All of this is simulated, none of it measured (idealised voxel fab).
The following is a process module called voxel self aligned vias.
Square cell edge 5 nm, section width 230 nm, ID cut.
Each cross-section below is a grid of square cells, stated as bands in top-down order, with one or more rows of cells making up each band.
Heads up on the band format: heights come first, top then bottom, in nm. After that it's the materials left to right, each with its width in nm. A single material flagged "throughout" fills the whole band edge to edge, and "blank" means there's empty space there.
All heights in this document are referenced to 0, defined as the level beneath which the wafer, as received, consists entirely of one material. The lowest band is not bounded below; it extends indefinitely downward and is written in the form "0..down".
Width: "30->40" (first number = top row, second number = bottom row, same change from row to row of cells).
"no change", as given for a step, is the statement that not any cell of the cross-section underwent a change during that step.
What "Fully enclosed voids" gives you is every empty space of 8 cells or more that is cut off from the top. Each appears as width x height at distance, with the distance taken from the left edge and width, height and distance all in nm.
Post-settings text on a step line: simulator's own remark regarding the step.
overlay nm: where the mask lay relative to plan, measured to the right, on steps with a mask; negatives go left.
Here's what the planned process steps look like:
- 1: RECEIVE | material Si
- 2: CONFORMAL_DEP | material SiO2 | thk nm 10
- 3: CONFORMAL_DEP | material SiCN | thk nm 5
- 4: DIRECTIONAL_DEP | material SiO2 | thk nm 30
- 5: MASKED_ETCH | tone open | mask id LINES | width nm 20 | pitch nm 50 | etch materials SiO2 | depth nm 30 | overlay nm 0
- 6: CONFORMAL_DEP | material TiN | thk nm 5
- 7: FILL_DEP | material Ru | thk nm 10
- 8: CMP | height nm 45
- 9: SELECTIVE_ETCH | etch materials W Ru TiN | depth nm 10
- 10: FILL_DEP | material SiN | thk nm 10
- 11: CMP | height nm 45
- 12: DIRECTIONAL_DEP | material SiO2 | thk nm 15
- 13: PATTERN | tone open | mask id VIAS | material resist | width nm 30 | thk nm 20 | overlay nm 0
- 14: DIRECTIONAL_ETCH | etch materials SiO2 | depth nm 15
- 15: DIRECTIONAL_ETCH | etch materials SiN | depth nm 10
- 16: STRIP | etch materials resist
- 17: CONFORMAL_DEP | material TiN | thk nm 5
- 18: FILL_DEP | material W | thk nm 5
- 19: CMP | height nm 60
- 20: CONFORMAL_DEP | material SiCN | thk nm 5
This is the cross-section of the wafer as we received it, i.e. after step 1:
> 0..down | Si throughout
> Fully enclosed voids: none
Cross-section taken at module completion on the first of two wafers; processed per the plan:
> 65..60 | SiCN throughout
> 60..50 | SiO2 75 / TiN 5 / W 20 / TiN 5 / SiO2 125
> 50..45 | SiO2 75 / TiN 10 / W 10 / TiN 10 / SiO2 125
> 45..40 | SiO2 80 / TiN 5 / W 10 / TiN 5 / SiO2 30 / SiN 20 / SiO2 80
> 40..35 | SiO2 80 / TiN 20 / SiO2 30 / SiN 20 / SiO2 80
> 35..20 | SiO2 80 / TiN 5 / Ru 10 / TiN 5 / SiO2 30 / TiN 5 / Ru 10 / TiN 5 / SiO2 80
> 20..15 | SiO2 80 / TiN 20 / SiO2 30 / TiN 20 / SiO2 80
> 15..10 | SiCN throughout
> 10..0 | SiO2 throughout
> 0..down | Si throughout
> Fully enclosed voids: none
End of module, second wafer, cross-section. Started like the first, planned like the first, run with one mistake:
> 65..60 | SiCN throughout
> 60..50 | SiO2 70 / TiN 5 / W 30 / TiN 5 / SiO2 120
> 50..45 | SiO2 70 / TiN 15 / W 10 / TiN 15 / SiO2 120
> 45..40 | SiO2 80 / TiN 5 / W 10 / TiN 5 / SiO2 30 / SiN 20 / SiO2 80
> 40..35 | SiO2 80 / TiN 20 / SiO2 30 / SiN 20 / SiO2 80
> 35..20 | SiO2 80 / TiN 5 / Ru 10 / TiN 5 / SiO2 30 / TiN 5 / Ru 10 / TiN 5 / SiO2 80
> 20..15 | SiO2 80 / TiN 20 / SiO2 30 / TiN 20 / SiO2 80
> 15..10 | SiCN throughout
> 10..0 | SiO2 throughout
> 0..down | Si throughout
> Fully enclosed voids: none
The plan and the run diverged here: step 13 off recipe, ran as PATTERN | tone open | mask id VIAS | material resist | width nm 40 | thk nm 20 | overlay nm 0
The final cell counts differ between the wafers, with the second having more or fewer of some materials than the first: -6 SiO2 | +2 TiN | +4 W
